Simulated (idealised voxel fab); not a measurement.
Name of the process module below: voxel transistor to metal
Xsec cut, 185 nm wide, square cell size 5 nm.
This document writes a cross-section as a grid whose cells are square, and gives it as bands, listed from the top down; one or more rows of cells form a band. Top height, bottom height, nm. Materials left to right, width each, nm. Single material + "throughout" = fills band edge to edge. "air" = empty. Heights are expressed relative to 0, this being the level below which the as-received wafer comprises one material exclusively. The lowest band is unbounded in the downward direction and is denoted as in "0 down". Quick explanation for "30->40": the width changes in equal steps down the rows of cells, from the first number in the band's top row to the second number in its bottom row. What does "remained unchanged" mean for a step? It means no cell of the cross-section changed in that step. Entry "Sealed void inventory" = empty spaces >= 8 cells with no open way to the top; each as width x height at distance, distance from left edge, all nm. after a step's settings: what the simulator itself notes on the step. Steps that use a mask can have "overlay nm" on their line. It says how far the mask sat to the right of where it was meant to be. Negative means to the left.

## Planned step list for the process
1,RECEIVE (material Si)
2,CONFORMAL_DEP (material SiO2; thk nm 5)
3,CONFORMAL_DEP (material SiN; thk nm 15)
4,DIRECTIONAL_DEP (material aC; thk nm 10)
5,PATTERN (tone cover; mask id ACTIVE; material resist; width nm 105; thk nm 25; overlay nm 0)
6,DIRECTIONAL_ETCH (etch materials aC; depth nm 10)
7,STRIP (etch materials resist)
8,DIRECTIONAL_ETCH (etch materials SiN; depth nm 15)
9,DIRECTIONAL_ETCH (etch materials SiO2; depth nm 5)
10,DIRECTIONAL_ETCH (etch materials Si; depth nm 35)
11,STRIP (etch materials aC)
12,OXIDIZE (depth nm 5)
13,FILL_DEP (material SiO2; thk nm 5)
14,CMP (height nm 20)
15,SELECTIVE_ETCH (etch materials SiO2; depth nm 10)
16,STRIP (etch materials SiN)
17,SELECTIVE_ETCH (etch materials SiO2; depth nm 5)
18,OXIDIZE (depth nm 5)
19,DIRECTIONAL_DEP (material polySi; thk nm 25)
20,DIRECTIONAL_DEP (material SiCN; thk nm 10)
21,DIRECTIONAL_DEP (material aC; thk nm 15)
22,PATTERN (tone cover; mask id GATE; material resist; width nm 35; thk nm 35; overlay nm 0)
23,DIRECTIONAL_ETCH (etch materials aC; depth nm 15)
24,STRIP (etch materials resist)
25,DIRECTIONAL_ETCH (etch materials SiCN; depth nm 20)
26,DIRECTIONAL_ETCH (etch materials polySi; depth nm 35)
27,STRIP (etch materials aC)
28,CONFORMAL_DEP (material SiN; thk nm 10)
29,DIRECTIONAL_ETCH (etch materials SiN; depth nm 10)
30,DIRECTIONAL_ETCH (etch materials SiO2; depth nm 5)
31,DIRECTIONAL_ETCH (etch materials Si; depth nm 5)
32,EPI (material SiGe; thk nm 10)
33,FILL_DEP (material SiO2; thk nm 5)
34,CMP (height nm 25)
35,STRIP (etch materials polySi)
36,SELECTIVE_ETCH (etch materials SiO2; depth nm 5)
37,CONFORMAL_DEP (material HfO2; thk nm 5)
38,CONFORMAL_DEP (material TiN; thk nm 5)
39,FILL_DEP (material W; thk nm 5)
40,CMP (height nm 20)
41,DIRECTIONAL_DEP (material SiO2; thk nm 10)
42,DIRECTIONAL_DEP (material aC; thk nm 15)
43,PATTERN (tone open; mask id CONTACT; material resist; width nm 15; pitch nm 80; thk nm 30; overlay nm 0)
44,DIRECTIONAL_ETCH (etch materials aC; depth nm 15)
45,STRIP (etch materials resist)
46,DIRECTIONAL_ETCH (etch materials SiO2; depth nm 30)
47,STRIP (etch materials aC)
48,CONFORMAL_DEP (material TiN; thk nm 5)
49,FILL_DEP (material Ru; thk nm 5)
50,CMP (height nm 30)
51,DIRECTIONAL_DEP (material TiN; thk nm 5)
52,DIRECTIONAL_DEP (material W; thk nm 20)
53,PATTERN (tone cover; mask id METAL_1; material resist; width nm 15; pitch nm 80; thk nm 15; overlay nm 0)
54,DIRECTIONAL_ETCH (etch materials W; depth nm 20)
55,DIRECTIONAL_ETCH (etch materials TiN; depth nm 5)
56,STRIP (etch materials resist)
57,FILL_DEP (material SiO2; thk nm 10)
58,CMP (height nm 55)
59,CONFORMAL_DEP (material SiCN; thk nm 5)
60,DIRECTIONAL_DEP (material lowk; thk nm 30)
61,MASKED_ETCH (tone open; mask id METAL_2; width nm 15; pitch nm 80; etch materials lowk; depth nm 20; overlay nm 0)
62,MASKED_ETCH (tone open; mask id METAL_2_HOLES; width nm 15; pitch nm 80; etch materials lowk; depth nm 10; overlay nm 0)
63,MASKED_ETCH (tone open; mask id METAL_2_HOLES; width nm 15; pitch nm 80; etch materials SiCN; depth nm 5; overlay nm 0)
64,CONFORMAL_DEP (material TiN; thk nm 5)
65,FILL_DEP (material Cu; thk nm 10)
66,CMP (height nm 90)
67,CONFORMAL_DEP (material SiN; thk nm 5)
Wafer-to-wafer difference: thk nm, step 2. Common start. Plan = first wafer's value.

## first wafer as received, after step 1
  0 down: Si throughout
  Sealed void inventory: none

## At the end of the module, after its last step, step 67, the first of several wafers appears in cross-section as follows
  95 to 90: SiN throughout
  90 to 60: lowk 45, then TiN 5, then Cu 5, then TiN 5, then lowk 65, then TiN 5, then Cu 5, then TiN 5, then lowk 45
  60 to 55: SiCN 45, then TiN 15, then SiCN 65, then TiN 15, then SiCN 45
  55 to 35: SiO2 45, then W 15, then SiO2 65, then W 15, then SiO2 45
  35 to 30: SiO2 45, then TiN 15, then SiO2 65, then TiN 15, then SiO2 45
  30 to 20: SiO2 45, then TiN 5, then Ru 5, then TiN 5, then SiO2 65, then TiN 5, then Ru 5, then TiN 5, then SiO2 45
  20 to 10: SiO2 45, then TiN 5, then Ru 5, then TiN 5, then SiO2 5, then SiN 10, then HfO2 5, then TiN 5, then W 15, then TiN 5, then HfO2 5, then SiN 10, then SiO2 5, then TiN 5, then Ru 5, then TiN 5, then SiO2 45
  10 to 5: SiO2 45, then TiN 15, then SiO2 5, then SiN 10, then HfO2 5, then TiN 5, then W 15, then TiN 5, then HfO2 5, then SiN 10, then SiO2 5, then TiN 15, then SiO2 45
  5 to 0: SiO2 35, then SiN 10, then TiN 10, then SiGe 10, then SiN 10, then HfO2 5, then TiN 25, then HfO2 5, then SiN 10, then SiGe 10, then TiN 10, then SiN 10, then SiO2 35
  0 to -5: SiO2 45, then SiGe 20, then SiO2 5, then HfO2 45, then SiO2 5, then SiGe 20, then SiO2 45
  -5 to -10: SiO2 45, then SiGe 20, then Si 55, then SiGe 20, then SiO2 45
  -10 to -40: SiO2 45, then Si 95, then SiO2 45
  -40 down: Si throughout
  Sealed void inventory: none

## Wafer cross-section (last wafer, module end)
  95 to 90: SiN throughout
  90 to 60: lowk 45, then TiN 5, then Cu 5, then TiN 5, then lowk 65, then TiN 5, then Cu 5, then TiN 5, then lowk 45
  60 to 55: SiCN 45, then TiN 15, then SiCN 65, then TiN 15, then SiCN 45
  55 to 35: SiO2 45, then W 15, then SiO2 65, then W 15, then SiO2 45
  35 to 30: SiO2 45, then TiN 15, then SiO2 65, then TiN 15, then SiO2 45
  30 to 20: SiO2 45, then TiN 5, then Ru 5, then TiN 5, then SiO2 65, then TiN 5, then Ru 5, then TiN 5, then SiO2 45
  20 to 15: SiO2 45, then TiN 5, then Ru 5, then TiN 5, then SiO2 5, then SiN 10, then HfO2 5, then TiN 5, then W 15, then TiN 5, then HfO2 5, then SiN 10, then SiO2 5, then TiN 5, then Ru 5, then TiN 5, then SiO2 45
  15 to 10: SiO2 45, then TiN 15, then SiO2 5, then SiN 10, then HfO2 5, then TiN 5, then W 15, then TiN 5, then HfO2 5, then SiN 10, then SiO2 5, then TiN 15, then SiO2 45
  10 to 5: SiO2 45, then TiN 10, then SiGe 10, then SiN 10, then HfO2 5, then TiN 25, then HfO2 5, then SiN 10, then SiGe 10, then TiN 10, then SiO2 45
  5 to 0: SiGe 65, then SiO2 5, then HfO2 45, then SiO2 5, then SiGe 65
  0 to -5: SiGe 65, then Si 55, then SiGe 65
  -5 down: Si throughout
  Sealed void inventory: none

## Per-wafer rows below. For each material: cells gained (+) or lost (-) since the wafer was received, as of end of module. Then: closed voids
thk nm 5 | +12 Cu | +17 HfO2 | +8 Ru | -171 Si | +31 SiCN | +20 SiGe | +57 SiN | +437 SiO2 | +73 TiN | +33 W | +186 lowk | Sealed void inventory: none
thk nm 10 | +12 Cu | +15 HfO2 | +6 Ru | -26 Si | +31 SiCN | +56 SiGe | +49 SiN | +277 SiO2 | +67 TiN | +30 W | +186 lowk | Sealed void inventory: none
thk nm 15 | +12 Cu | +13 HfO2 | +6 Ru | -16 Si | +31 SiCN | +36 SiGe | +49 SiN | +290 SiO2 | +69 TiN | +27 W | +186 lowk | Sealed void inventory: none
thk nm 20 | +12 Cu | +15 HfO2 | +6 Ru | -26 Si | +31 SiCN | +56 SiGe | +49 SiN | +277 SiO2 | +67 TiN | +30 W | +186 lowk | Sealed void inventory: none
